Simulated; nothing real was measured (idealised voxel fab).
process module | voxel self aligned contacts
cross-section cut | 215 nm wide | cells 5 nm
A cross-section is a grid of square cells, given in bands from the top down. A band is one or more rows of cells.
Each band's line starts with the height of the band's top and of its bottom, in nm. Then come its materials from left to right, each with its width in nm. One material with "throughout" fills the band from edge to edge. "air" is empty space.
Height 0 is the level under which the wafer as received is all one material. The lowest band goes on downwards, as in "0 down".
A width such as "30 to 40" changes by the same amount from each row of cells to the next, from the band's top row to its bottom row.
"no change" after a step means that no cell of the cross-section changed.
closed voids: empty space of 8 cells or more with no open way to the top, each as width x height at its distance from the left edge, in nm
after a step's settings: what the simulator itself notes on the step
overlay nm, on a step with a mask: how far to the right of its planned place the mask lay; to the left if negative
plan
1 op RECEIVE | material Si
2 op OXIDIZE | depth nm 5
3 op DIRECTIONAL_DEP | material polySi | thk nm 20
4 op DIRECTIONAL_DEP | material SiN | thk nm 20
5 op PATTERN | tone cover | mask id GATE | material resist | width nm 25 | pitch nm 60 | thk nm 20 | overlay nm 0
6 op DIRECTIONAL_ETCH | etch materials SiN | depth nm 20
7 op DIRECTIONAL_ETCH | etch materials polySi | depth nm 20
8 op STRIP | etch materials resist
9 op CONFORMAL_DEP | material SiN | thk nm 10
10 op DIRECTIONAL_ETCH | etch materials SiN | depth nm 10
11 op FILL_DEP | material SiO2 | thk nm 15
12 op CMP | height nm 45
13 op DIRECTIONAL_DEP | material aC | thk nm 15
14 op PATTERN | tone open | mask id CONTACT | material resist | width nm 45 | pitch nm 60 | thk nm 35 | overlay nm 0
15 op DIRECTIONAL_ETCH | etch materials aC | depth nm 15
16 op STRIP | etch materials resist
17 op DIRECTIONAL_ETCH | etch materials SiO2 | depth nm 50
18 op STRIP | etch materials aC
19 op CONFORMAL_DEP | material TiN | thk nm 5
20 op FILL_DEP | material W | thk nm 5
21 op CMP | height nm 45
22 op CONFORMAL_DEP | material SiN | thk nm 5
as received, after step 1
  0 down: Si throughout
  closed voids: none
a wafer at the end: this start, this plan, one mistake
  50 to 45: SiN throughout
  45 to 40: W 20 | TiN 35 | SiO2 45 | TiN 15 | SiO2 45 | TiN 35 | W 20
  40 to 20: W 20 | TiN 5 | SiN 45 | SiO2 15 | SiN 45 | SiO2 15 | SiN 45 | TiN 5 | W 20
  20 to 0: W 20 | TiN 5 | SiN 10 | polySi 25 | SiN 10 | SiO2 15 | SiN 10 | polySi 25 | SiN 10 | SiO2 15 | SiN 10 | polySi 25 | SiN 10 | TiN 5 | W 20
  0 to -5: TiN 25 | SiO2 165 | TiN 25
  -5 down: Si throughout
  closed voids: none
what went wrong: step 14 ran as: op PATTERN | tone cover | mask id CONTACT | material resist | width nm 45 | pitch nm 60 | thk nm 35 | overlay nm 0
